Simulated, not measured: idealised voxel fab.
voxel self aligned vias: a process module
The width of the displayed cross-section, cut, is 295 nm; its cells are square, with a size of 5 nm.
Cross-section format: a grid of square cells, given as bands from top to bottom; each band is one or more rows of cells.
Top, bottom (nm), then materials left to right with widths (nm); lone material tagged "everywhere" fills the whole band edge to edge; "empty" = empty space.
For the purposes of this specification, 0 denotes the height below which the wafer in its as-received condition is composed wholly of one material, and the lowermost band, lacking a lower limit, extends downward without end, as expressed in "z 0 and below".
Graded width ("30 to 40"): value in top row of band = first number; value in bottom row = second number; row-to-row change constant.
Where a step carries "everything unchanged", the cross-section came out of it unchanged, cell for cell.
"Sealed voids" contains a list of empty spaces, each no smaller than 8 cells and without an open way to the top, written in the form width x height at distance with the distance from the left edge and all three in nm.
Past the settings on a step's line: simulator remark, on that step.
For masked steps, "overlay nm" on the step line gives how far right of plan the mask actually lay; a minus sign means it lay to the left.
Steps planned for the process:
step 1: RECEIVE with material Si
step 2: CONFORMAL_DEP with material SiO2, thk nm 10
step 3: CONFORMAL_DEP with material SiCN, thk nm 5
step 4: DIRECTIONAL_DEP with material lowk, thk nm 30
step 5: DIRECTIONAL_DEP with material aC, thk nm 15
step 6: PATTERN with tone open, mask id LINES, material resist, width nm 30, pitch nm 70, thk nm 35, overlay nm 0
step 7: DIRECTIONAL_ETCH with etch materials aC, depth nm 15
step 8: STRIP with etch materials resist
step 9: DIRECTIONAL_ETCH with etch materials lowk, depth nm 30
step 10: STRIP with etch materials aC
step 11: CONFORMAL_DEP with material TiN, thk nm 5
step 12: FILL_DEP with material W, thk nm 10
step 13: CMP with height nm 45
step 14: SELECTIVE_ETCH with etch materials W Ru TiN, depth nm 10
step 15: FILL_DEP with material SiN, thk nm 10
step 16: CMP with height nm 45
step 17: DIRECTIONAL_DEP with material lowk, thk nm 20
step 18: PATTERN with tone open, mask id VIAS, material resist, width nm 40, thk nm 15, overlay nm 0
step 19: DIRECTIONAL_ETCH with etch materials lowk, depth nm 20
step 20: DIRECTIONAL_ETCH with etch materials SiN, depth nm 10
step 21: STRIP with etch materials resist
step 22: CONFORMAL_DEP with material TiN, thk nm 5
step 23: FILL_DEP with material W, thk nm 5
step 24: CMP with height nm 65
step 25: CONFORMAL_DEP with material SiCN, thk nm 5
Run as planned: first of two wafers:
So this is the incoming wafer in cross-section - it's already been through step 1:
- z 0 and below | Si everywhere
- Sealed voids: none
Step 2 done - wafer cross-section:
- z 10 to 0 | SiO2 everywhere
- below 0: unchanged
Step 3 done - wafer cross-section:
- z 15 to 10 | SiCN everywhere
- below 10: unchanged
Step 4 done - wafer cross-section:
- z 45 to 15 | lowk everywhere
- below 15: unchanged
Step 5 done - wafer cross-section:
- z 60 to 45 | aC everywhere
- below 45: unchanged
Step 6 done - wafer cross-section:
- z 95 to 60 | resist=95 / empty=30 / resist=40 / empty=30 / resist=100
- below 60: unchanged
Step 7 done - wafer cross-section:
- z 80 to 60 | resist=95 / empty=30 / resist=40 / empty=30 / resist=100
- z 60 to 45 | aC=95 / empty=30 / aC=40 / empty=30 / aC=100
- below 45: unchanged
Step 8 done - wafer cross-section:
- z 60 to 45 | aC=95 / empty=30 / aC=40 / empty=30 / aC=100
- below 45: unchanged
Step 9 done - wafer cross-section:
- z 60 to 45 | aC=95 / empty=30 / aC=40 / empty=30 / aC=100
- z 45 to 15 | lowk=95 / empty=30 / lowk=40 / empty=30 / lowk=100
- below 15: unchanged
Step 10 done - wafer cross-section:
- z 45 to 15 | lowk=95 / empty=30 / lowk=40 / empty=30 / lowk=100
- below 15: unchanged
Step 11 done - wafer cross-section:
- z 50 to 45 | TiN=100 / empty=20 / TiN=50 / empty=20 / TiN=105
- z 45 to 20 | lowk=95 / TiN=5 / empty=20 / TiN=5 / lowk=40 / TiN=5 / empty=20 / TiN=5 / lowk=100
- z 20 to 15 | lowk=95 / TiN=30 / lowk=40 / TiN=30 / lowk=100
- below 15: unchanged
Step 12 done - wafer cross-section:
- z 60 to 50 | W everywhere
- z 50 to 45 | TiN=100 / W=20 / TiN=50 / W=20 / TiN=105
- z 45 to 20 | lowk=95 / TiN=5 / W=20 / TiN=5 / lowk=40 / TiN=5 / W=20 / TiN=5 / lowk=100
- below 20: unchanged
Step 13 done - wafer cross-section:
- z 45 to 20 | lowk=95 / TiN=5 / W=20 / TiN=5 / lowk=40 / TiN=5 / W=20 / TiN=5 / lowk=100
- below 20: unchanged
Step 14 done - wafer cross-section:
- z 45 to 35 | lowk=95 / empty=30 / lowk=40 / empty=30 / lowk=100
- below 35: unchanged
Step 15 done - wafer cross-section:
- z 55 to 45 | SiN everywhere
- z 45 to 35 | lowk=95 / SiN=30 / lowk=40 / SiN=30 / lowk=100
- below 35: unchanged
Step 16 done - wafer cross-section:
- z 45 to 35 | lowk=95 / SiN=30 / lowk=40 / SiN=30 / lowk=100
- below 35: unchanged
Step 17 done - wafer cross-section:
- z 65 to 45 | lowk everywhere
- below 45: unchanged
Step 18 done - wafer cross-section:
- z 80 to 65 | resist=90 / empty=40 / resist=165
- below 65: unchanged
Step 19 done - wafer cross-section:
- z 80 to 65 | resist=90 / empty=40 / resist=165
- z 65 to 45 | lowk=90 / empty=40 / lowk=165
- below 45: unchanged
Step 20 done - wafer cross-section:
- z 80 to 65 | resist=90 / empty=40 / resist=165
- z 65 to 45 | lowk=90 / empty=40 / lowk=165
- z 45 to 35 | lowk=95 / empty=30 / lowk=40 / SiN=30 / lowk=100
- below 35: unchanged
Step 21 done - wafer cross-section:
- z 65 to 45 | lowk=90 / empty=40 / lowk=165
- below 45: unchanged
Step 22 done - wafer cross-section:
- z 70 to 65 | TiN=95 / empty=30 / TiN=170
- z 65 to 50 | lowk=90 / TiN=5 / empty=30 / TiN=5 / lowk=165
- z 50 to 45 | lowk=90 / TiN=10 / empty=20 / TiN=10 / lowk=165
- z 45 to 40 | lowk=95 / TiN=5 / empty=20 / TiN=5 / lowk=40 / SiN=30 / lowk=100
- z 40 to 35 | lowk=95 / TiN=30 / lowk=40 / SiN=30 / lowk=100
- below 35: unchanged
Step 23 done - wafer cross-section:
- z 75 to 70 | W everywhere
- z 70 to 65 | TiN=95 / W=30 / TiN=170
- z 65 to 50 | lowk=90 / TiN=5 / W=30 / TiN=5 / lowk=165
- z 50 to 45 | lowk=90 / TiN=10 / W=20 / TiN=10 / lowk=165
- z 45 to 40 | lowk=95 / TiN=5 / W=20 / TiN=5 / lowk=40 / SiN=30 / lowk=100
- below 40: unchanged
Step 24 done - wafer cross-section:
- z 65 to 50 | lowk=90 / TiN=5 / W=30 / TiN=5 / lowk=165
- below 50: unchanged
Step 25 done - wafer cross-section:
- z 70 to 65 | SiCN everywhere
- below 65: unchanged
Second wafer, same starting state and plan as the first, one mistake in the run, identical through step 18:
Look at the second wafer in cross-section at the time step 19 ought to have finished:
- z 80 to 65 | resist=90 / empty=40 / resist=165
- z 65 to 45 | lowk=90 / empty=40 / lowk=165
- z 45 to 35 | lowk=90 / empty=5 / SiN=30 / empty=5 / lowk=35 / SiN=30 / lowk=100
- z 35 to 25 | lowk=90 / empty=5 / TiN=5 / W=20 / TiN=5 / empty=5 / lowk=35 / TiN=5 / W=20 / TiN=5 / lowk=100
- below 25: unchanged
Look at the second wafer in cross-section at the time step 20 ought to have finished:
- z 80 to 65 | resist=90 / empty=40 / resist=165
- z 65 to 45 | lowk=90 / empty=40 / lowk=165
- z 45 to 35 | lowk=90 / empty=40 / lowk=35 / SiN=30 / lowk=100
- below 35: unchanged
Look at the second wafer in cross-section at the time step 21 ought to have finished:
- z 65 to 45 | lowk=90 / empty=40 / lowk=165
- below 45: unchanged
Look at the second wafer in cross-section at the time step 22 ought to have finished:
- z 70 to 65 | TiN=95 / empty=30 / TiN=170
- z 65 to 45 | lowk=90 / TiN=5 / empty=30 / TiN=5 / lowk=165
- z 45 to 40 | lowk=90 / TiN=5 / empty=30 / TiN=5 / lowk=35 / SiN=30 / lowk=100
- z 40 to 35 | lowk=90 / TiN=40 / lowk=35 / SiN=30 / lowk=100
- z 35 to 25 | lowk=90 / TiN=10 / W=20 / TiN=10 / lowk=35 / TiN=5 / W=20 / TiN=5 / lowk=100
- below 25: unchanged
Look at the second wafer in cross-section at the time step 23 ought to have finished:
- z 75 to 70 | W everywhere
- z 70 to 65 | TiN=95 / W=30 / TiN=170
- z 65 to 45 | lowk=90 / TiN=5 / W=30 / TiN=5 / lowk=165
- z 45 to 40 | lowk=90 / TiN=5 / W=30 / TiN=5 / lowk=35 / SiN=30 / lowk=100
- below 40: unchanged
Look at the second wafer in cross-section at the time step 24 ought to have finished:
- z 65 to 45 | lowk=90 / TiN=5 / W=30 / TiN=5 / lowk=165
- below 45: unchanged
Look at the second wafer in cross-section at the time step 25 ought to have finished:
- z 70 to 65 | SiCN everywhere
- below 65: unchanged
What was done differently from what was planned? step 19 was run twice
Cell-count delta at end, second wafer over first, by material: 4 more of TiN | 4 more of W | 8 fewer of lowk
